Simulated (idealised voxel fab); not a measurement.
Process module in this document: voxel self aligned vias
Square cell edge 5 nm, section width 225 nm, ID cut.
In this document a cross-section is written as a grid of square cells. It is given as a series of bands, listed from the top down, and a band is one or more rows of cells.
Per band: top height and bottom height in nm, followed by the left-to-right materials and their widths in nm; "full width" marks a single material spanning edge to edge, "empty" marks empty space.
Convention: height 0 is the level below which the wafer, as received, is all one material. The lowest band does not terminate at the bottom but continues downward, represented as "from 0 down".
Top row gets the first number, bottom row gets the second, and each row in between changes by the same step: that is how a band width like "30 to 40" works.
"remains unaltered" (step): cross-section cells unchanged, all of them.
You'll see "Enclosed cavities" listing empty spaces that have no way open to the top, as long as they're 8 cells or more; the notation is width x height at distance, where the distance is from the left edge, and all of it is in nm.
If you see something after the settings on a step's line, that's the simulator's own remark about that step.
Each step line may optionally specify "overlay nm", which for a step with a mask gives the rightward distance between the mask's planned place and where it lay, a negative value indicating the leftward direction.
THE FOLLOWING LIST GIVES THE PLANNED PROCESS STEPS
1: RECEIVE,material Si
2: CONFORMAL_DEP,material SiO2,thk nm 10
3: CONFORMAL_DEP,material SiCN,thk nm 5
4: DIRECTIONAL_DEP,material lowk,thk nm 20
5: DIRECTIONAL_DEP,material aC,thk nm 10
6: PATTERN,tone open,mask id LINES,material resist,width nm 20,pitch nm 55,thk nm 25,overlay nm 0
7: DIRECTIONAL_ETCH,etch materials aC,depth nm 10
8: STRIP,etch materials resist
9: DIRECTIONAL_ETCH,etch materials lowk,depth nm 20
10: STRIP,etch materials aC
11: CONFORMAL_DEP,material TiN,thk nm 5
12: FILL_DEP,material Ru,thk nm 10
13: CMP,height nm 35
14: SELECTIVE_ETCH,etch materials W Ru TiN,depth nm 5
15: FILL_DEP,material SiN,thk nm 10
16: CMP,height nm 35
17: DIRECTIONAL_DEP,material lowk,thk nm 15
18: DIRECTIONAL_DEP,material aC,thk nm 10
19: PATTERN,tone open,mask id VIAS,material resist,width nm 40,pitch nm 110,thk nm 25,overlay nm 0
20: DIRECTIONAL_ETCH,etch materials aC,depth nm 10
21: STRIP,etch materials resist
22: DIRECTIONAL_ETCH,etch materials lowk,depth nm 15
23: DIRECTIONAL_ETCH,etch materials SiN,depth nm 5
24: STRIP,etch materials aC
25: CONFORMAL_DEP,material TiN,thk nm 5
26: FILL_DEP,material Ru,thk nm 10
27: CMP,height nm 50
28: CONFORMAL_DEP,material SiCN,thk nm 5
FIRST WAFER OF TWO (RUN AS PLANNED)
CROSS-SECTION OF THE WAFER AS IT CAME TO US, I.E., ALREADY THROUGH STEP 1
from 0 down = Si full width
Enclosed cavities: none
UPON COMPLETION OF STEP 2, THE WAFER APPEARS IN CROSS-SECTION AS SHOWN
from 10 to 0 = SiO2 full width
Under 0: no change, same as before.
UPON COMPLETION OF STEP 3, THE WAFER APPEARS IN CROSS-SECTION AS SHOWN
from 15 to 10 = SiCN full width
Under 10: no change, same as before.
UPON COMPLETION OF STEP 4, THE WAFER APPEARS IN CROSS-SECTION AS SHOWN
from 35 to 15 = lowk full width
Under 15: no change, same as before.
UPON COMPLETION OF STEP 5, THE WAFER APPEARS IN CROSS-SECTION AS SHOWN
from 45 to 35 = aC full width
Under 35: no change, same as before.
UPON COMPLETION OF STEP 6, THE WAFER APPEARS IN CROSS-SECTION AS SHOWN
from 70 to 45 = resist 45, empty 20, resist 35, empty 20, resist 35, empty 20, resist 50
Under 45: no change, same as before.
UPON COMPLETION OF STEP 7, THE WAFER APPEARS IN CROSS-SECTION AS SHOWN
from 60 to 45 = resist 45, empty 20, resist 35, empty 20, resist 35, empty 20, resist 50
from 45 to 35 = aC 45, empty 20, aC 35, empty 20, aC 35, empty 20, aC 50
Under 35: no change, same as before.
UPON COMPLETION OF STEP 8, THE WAFER APPEARS IN CROSS-SECTION AS SHOWN
from 45 to 35 = aC 45, empty 20, aC 35, empty 20, aC 35, empty 20, aC 50
Under 35: no change, same as before.
UPON COMPLETION OF STEP 9, THE WAFER APPEARS IN CROSS-SECTION AS SHOWN
from 45 to 35 = aC 45, empty 20, aC 35, empty 20, aC 35, empty 20, aC 50
from 35 to 15 = lowk 45, empty 20, lowk 35, empty 20, lowk 35, empty 20, lowk 50
Under 15: no change, same as before.
UPON COMPLETION OF STEP 10, THE WAFER APPEARS IN CROSS-SECTION AS SHOWN
from 35 to 15 = lowk 45, empty 20, lowk 35, empty 20, lowk 35, empty 20, lowk 50
Under 15: no change, same as before.
UPON COMPLETION OF STEP 11, THE WAFER APPEARS IN CROSS-SECTION AS SHOWN
from 40 to 35 = TiN 50, empty 10, TiN 45, empty 10, TiN 45, empty 10, TiN 55
from 35 to 20 = lowk 45, TiN 5, empty 10, TiN 5, lowk 35, TiN 5, empty 10, TiN 5, lowk 35, TiN 5, empty 10, TiN 5, lowk 50
from 20 to 15 = lowk 45, TiN 20, lowk 35, TiN 20, lowk 35, TiN 20, lowk 50
Under 15: no change, same as before.
UPON COMPLETION OF STEP 12, THE WAFER APPEARS IN CROSS-SECTION AS SHOWN
from 50 to 40 = Ru full width
from 40 to 35 = TiN 50, Ru 10, TiN 45, Ru 10, TiN 45, Ru 10, TiN 55
from 35 to 20 = lowk 45, TiN 5, Ru 10, TiN 5, lowk 35, TiN 5, Ru 10, TiN 5, lowk 35, TiN 5, Ru 10, TiN 5, lowk 50
Under 20: no change, same as before.
UPON COMPLETION OF STEP 13, THE WAFER APPEARS IN CROSS-SECTION AS SHOWN
from 35 to 20 = lowk 45, TiN 5, Ru 10, TiN 5, lowk 35, TiN 5, Ru 10, TiN 5, lowk 35, TiN 5, Ru 10, TiN 5, lowk 50
Under 20: no change, same as before.
UPON COMPLETION OF STEP 14, THE WAFER APPEARS IN CROSS-SECTION AS SHOWN
from 35 to 30 = lowk 45, empty 20, lowk 35, empty 20, lowk 35, empty 20, lowk 50
Under 30: no change, same as before.
UPON COMPLETION OF STEP 15, THE WAFER APPEARS IN CROSS-SECTION AS SHOWN
from 45 to 35 = SiN full width
from 35 to 30 = lowk 45, SiN 20, lowk 35, SiN 20, lowk 35, SiN 20, lowk 50
Under 30: no change, same as before.
UPON COMPLETION OF STEP 16, THE WAFER APPEARS IN CROSS-SECTION AS SHOWN
from 35 to 30 = lowk 45, SiN 20, lowk 35, SiN 20, lowk 35, SiN 20, lowk 50
Under 30: no change, same as before.
UPON COMPLETION OF STEP 17, THE WAFER APPEARS IN CROSS-SECTION AS SHOWN
from 50 to 35 = lowk full width
Under 35: no change, same as before.
UPON COMPLETION OF STEP 18, THE WAFER APPEARS IN CROSS-SECTION AS SHOWN
from 60 to 50 = aC full width
Under 50: no change, same as before.
UPON COMPLETION OF STEP 19, THE WAFER APPEARS IN CROSS-SECTION AS SHOWN
from 85 to 60 = resist 35, empty 40, resist 70, empty 40, resist 40
Under 60: no change, same as before.
UPON COMPLETION OF STEP 20, THE WAFER APPEARS IN CROSS-SECTION AS SHOWN
from 75 to 60 = resist 35, empty 40, resist 70, empty 40, resist 40
from 60 to 50 = aC 35, empty 40, aC 70, empty 40, aC 40
Under 50: no change, same as before.
UPON COMPLETION OF STEP 21, THE WAFER APPEARS IN CROSS-SECTION AS SHOWN
from 60 to 50 = aC 35, empty 40, aC 70, empty 40, aC 40
Under 50: no change, same as before.
UPON COMPLETION OF STEP 22, THE WAFER APPEARS IN CROSS-SECTION AS SHOWN
from 60 to 50 = aC 35, empty 40, aC 70, empty 40, aC 40
from 50 to 35 = lowk 35, empty 40, lowk 70, empty 40, lowk 40
Under 35: no change, same as before.
UPON COMPLETION OF STEP 23, THE WAFER APPEARS IN CROSS-SECTION AS SHOWN
from 60 to 50 = aC 35, empty 40, aC 70, empty 40, aC 40
from 50 to 35 = lowk 35, empty 40, lowk 70, empty 40, lowk 40
from 35 to 30 = lowk 45, empty 20, lowk 35, SiN 20, lowk 35, empty 20, lowk 50
Under 30: no change, same as before.
UPON COMPLETION OF STEP 24, THE WAFER APPEARS IN CROSS-SECTION AS SHOWN
from 50 to 35 = lowk 35, empty 40, lowk 70, empty 40, lowk 40
Under 35: no change, same as before.
UPON COMPLETION OF STEP 25, THE WAFER APPEARS IN CROSS-SECTION AS SHOWN
from 55 to 50 = TiN 40, empty 30, TiN 80, empty 30, TiN 45
from 50 to 40 = lowk 35, TiN 5, empty 30, TiN 5, lowk 70, TiN 5, empty 30, TiN 5, lowk 40
from 40 to 35 = lowk 35, TiN 15, empty 10, TiN 15, lowk 70, TiN 15, empty 10, TiN 15, lowk 40
from 35 to 30 = lowk 45, TiN 20, lowk 35, SiN 20, lowk 35, TiN 20, lowk 50
Under 30: no change, same as before.
UPON COMPLETION OF STEP 26, THE WAFER APPEARS IN CROSS-SECTION AS SHOWN
from 65 to 55 = Ru full width
from 55 to 50 = TiN 40, Ru 30, TiN 80, Ru 30, TiN 45
from 50 to 40 = lowk 35, TiN 5, Ru 30, TiN 5, lowk 70, TiN 5, Ru 30, TiN 5, lowk 40
from 40 to 35 = lowk 35, TiN 15, Ru 10, TiN 15, lowk 70, TiN 15, Ru 10, TiN 15, lowk 40
Under 35: no change, same as before.
UPON COMPLETION OF STEP 27, THE WAFER APPEARS IN CROSS-SECTION AS SHOWN
from 50 to 40 = lowk 35, TiN 5, Ru 30, TiN 5, lowk 70, TiN 5, Ru 30, TiN 5, lowk 40
Under 40: no change, same as before.
UPON COMPLETION OF STEP 28, THE WAFER APPEARS IN CROSS-SECTION AS SHOWN
from 55 to 50 = SiCN full width
Under 50: no change, same as before.
NOTES, SECOND WAFER: START = FIRST WAFER'S, PLAN = FIRST WAFER'S, EXECUTION HAD ONE MISTAKE; HISTORY IDENTICAL TO FIRST THROUGH STEP 27
SECOND WAFER, CUT VIEW, END OF STEP 28 PER PLAN
from 55 to 50 = SiO2 full width
Under 50: no change, same as before.
The plan and the run diverged here: off-plan run, step 28, actual operation and settings CONFORMAL_DEP,material SiO2,thk nm 5
It is noted that, at the conclusion of processing, the second wafer exhibits a higher or lower cell count for certain materials relative to the first: SiCN -45 | SiO2 +45
